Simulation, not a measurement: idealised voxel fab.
The process module that follows is named voxel wiring stack.
The width of the displayed cross-section, cut, is 265 nm; its cells are square, with a size of 5 nm.
In this document a cross-section is written as a grid of square cells. It is given as a series of bands, listed from the top down, and a band is one or more rows of cells. The entry gives the band's vertical extent as a top height and a bottom height in nm, then its horizontal make-up as materials from left to right, each with a width in nm. "air" stands for empty space; a single material marked "all across" fills the band edge to edge. Zero point of the height axis is 0; under it, received wafer = one material. Lowest band: continues down indefinitely, "0 -> down". Think of "30..40" as a width that walks from the first number to the second as you go down the band, top row to bottom row, taking equal-sized steps from row to row. What does "nothing changed" mean for a step? It means no cell of the cross-section changed in that step. For the entry "Closed void list", the listed items are empty spaces with no open way to the top whose size is 8 cells or more; each item follows the pattern width x height at distance, where distance is from the left edge and all three are in nm. Note: text after step settings on the step line = simulator remark on that step. If you see "overlay nm" on a step's line and that step has a mask, it's telling you how far right of where it was planned the mask ended up; a negative number means it went left instead.

PLANNED PROCESS STEPS
1 RECEIVE with material Si
2 CONFORMAL_DEP with material SiO2, thk nm 10
3 CONFORMAL_DEP with material SiN, thk nm 5
4 DIRECTIONAL_DEP with material lowk, thk nm 25
5 MASKED_ETCH with tone open, mask id METAL_1, width nm 20, pitch nm 40, etch materials lowk, depth nm 25, overlay nm 0
6 MASKED_ETCH with tone open, mask id METAL_1, width nm 20, pitch nm 40, etch materials SiN, depth nm 5, overlay nm 0
7 CONFORMAL_DEP with material TiN, thk nm 5
8 FILL_DEP with material W, thk nm 10
9 CMP with height nm 40
10 CONFORMAL_DEP with material SiCN, thk nm 5
11 DIRECTIONAL_DEP with material lowk, thk nm 20
12 PATTERN with tone open, mask id PLUG_1, material resist, width nm 15, thk nm 20, overlay nm 0
13 DIRECTIONAL_ETCH with etch materials lowk, depth nm 20
14 DIRECTIONAL_ETCH with etch materials SiCN, depth nm 5
15 STRIP with etch materials resist
16 EPI with material Ru, thk nm 10
17 EPI with material Ru, thk nm 10
18 EPI with material Ru, thk nm 5
19 DIRECTIONAL_DEP with material TiN, thk nm 5
20 DIRECTIONAL_DEP with material Ru, thk nm 15
21 PATTERN with tone cover, mask id METAL_2, material resist, width nm 20, pitch nm 40, thk nm 15, overlay nm 0
22 DIRECTIONAL_ETCH with etch materials Ru, depth nm 15
23 DIRECTIONAL_ETCH with etch materials TiN, depth nm 5
24 STRIP with etch materials resist
25 CONFORMAL_DEP with material SiN, thk nm 5
26 FILL_DEP with material SiO2, thk nm 10
27 CMP with height nm 85
28 CONFORMAL_DEP with material SiCN, thk nm 5
29 DIRECTIONAL_DEP with material lowk, thk nm 15
30 PATTERN with tone open, mask id PLUG_2, material resist, width nm 15, pitch nm 40, thk nm 15, overlay nm 0
31 DIRECTIONAL_ETCH with etch materials lowk, depth nm 15
32 DIRECTIONAL_ETCH with etch materials SiCN, depth nm 5
33 STRIP with etch materials resist
34 EPI with material Ru, thk nm 10
35 EPI with material Ru, thk nm 10
36 DIRECTIONAL_DEP with material TiN, thk nm 5
37 DIRECTIONAL_DEP with material W, thk nm 25
38 DIRECTIONAL_DEP with material aC, thk nm 10
39 PATTERN with tone cover, mask id METAL_3, material resist, width nm 20, pitch nm 40, thk nm 30, overlay nm 0
40 DIRECTIONAL_ETCH with etch materials aC, depth nm 10
41 STRIP with etch materials resist
42 DIRECTIONAL_ETCH with etch materials W, depth nm 25
43 DIRECTIONAL_ETCH with etch materials TiN, depth nm 5
44 STRIP with etch materials aC
45 FILL_DEP with material SiO2, thk nm 10
46 CMP with height nm 135
47 CONFORMAL_DEP with material SiCN, thk nm 5

CROSS-SECTION OF THE WAFER UPON ARRIVAL, REPRESENTING THE STATE REACHED AFTER STEP 1
    0 -> down  Si all across
    Closed void list: none

END-OF-MODULE XS, FIRST OF TWO WAFERS, RUN AS PLANNED
    140 -> 135  SiCN all across
    135 -> 110  SiO2=100, W=20, SiO2=20, W=20, SiO2=105
    110 -> 105  SiO2=100, TiN=20, SiO2=20, TiN=20, SiO2=105
    105 -> 90  lowk=100, Ru=15, lowk=25, Ru=15, lowk=110
    90 -> 85  SiCN=100, Ru=15, SiCN=25, Ru=15, SiCN=110
    85 -> 70  SiO2=95, SiN=5, Ru=20, SiN=5, SiO2=10, SiN=5, Ru=20, SiN=5, SiO2=100
    70 -> 65  SiN=100, TiN=20, SiN=20, TiN=20, SiN=105
    65 -> 45  lowk=100, Ru=15, lowk=150
    45 -> 40  SiCN=100, Ru=15, SiCN=150
    40 -> 15  lowk=100, TiN=5, W=10, TiN=5, lowk=20, TiN=5, W=10, TiN=5, lowk=105
    15 -> 10  SiN=100, TiN=20, SiN=20, TiN=20, SiN=105
    10 -> 0  SiO2 all across
    0 -> down  Si all across
    Closed void list: none

WHAT THE SECOND WAFER LOOKS LIKE IN CROSS-SECTION ONCE THE MODULE IS DONE. ITS START AND ITS PLAN MATCHED THE FIRST WAFER'S EXACTLY; WHAT DIFFERED WAS ONE MISTAKE IN HOW IT WAS RUN
    140 -> 135  SiCN all across
    135 -> 115  SiO2=115, W=5, SiO2=20, W=20, SiO2=105
    115 -> 110  SiO2=100, W=20, SiO2=20, W=20, SiO2=105
    110 -> 105  SiO2=100, W=15, TiN=5, SiO2=20, TiN=20, SiO2=105
    105 -> 90  lowk=100, W=15, lowk=25, Ru=15, lowk=110
    90 -> 85  SiCN=100, TiN=15, SiCN=25, Ru=15, SiCN=110
    85 -> 75  SiO2=110..95, SiN=5..20, Ru=5, SiN=5, SiO2=10, SiN=5, Ru=20, SiN=5, SiO2=100
    75 -> 70  SiO2=95, SiN=5, Ru=20, SiN=5, SiO2=10, SiN=5, Ru=20, SiN=5, SiO2=100
    70 -> 65  SiN=100, Ru=15, TiN=5, SiN=20, TiN=20, SiN=105
    65 -> 60  lowk=100, Ru=15, lowk=150
    60 -> 55  lowk=100, TiN=15, lowk=150
    55 -> 45  lowk=100, Ru=15, lowk=150
    45 -> 40  SiCN=100, Ru=15, SiCN=150
    40 -> 15  lowk=100, TiN=5, W=10, TiN=5, lowk=20, TiN=5, W=10, TiN=5, lowk=105
    15 -> 10  SiN=100, TiN=20, SiN=20, TiN=20, SiN=105
    10 -> 0  SiO2 all across
    0 -> down  Si all across
    Closed void list: none
what went wrong: one of the steps 16 and 17 was omitted; as these steps are identical, the omitted step is not identifiable
Cell-count delta at end, second wafer over first, by material: 18 fewer of Ru; 3 more of SiN; 15 more of SiO2
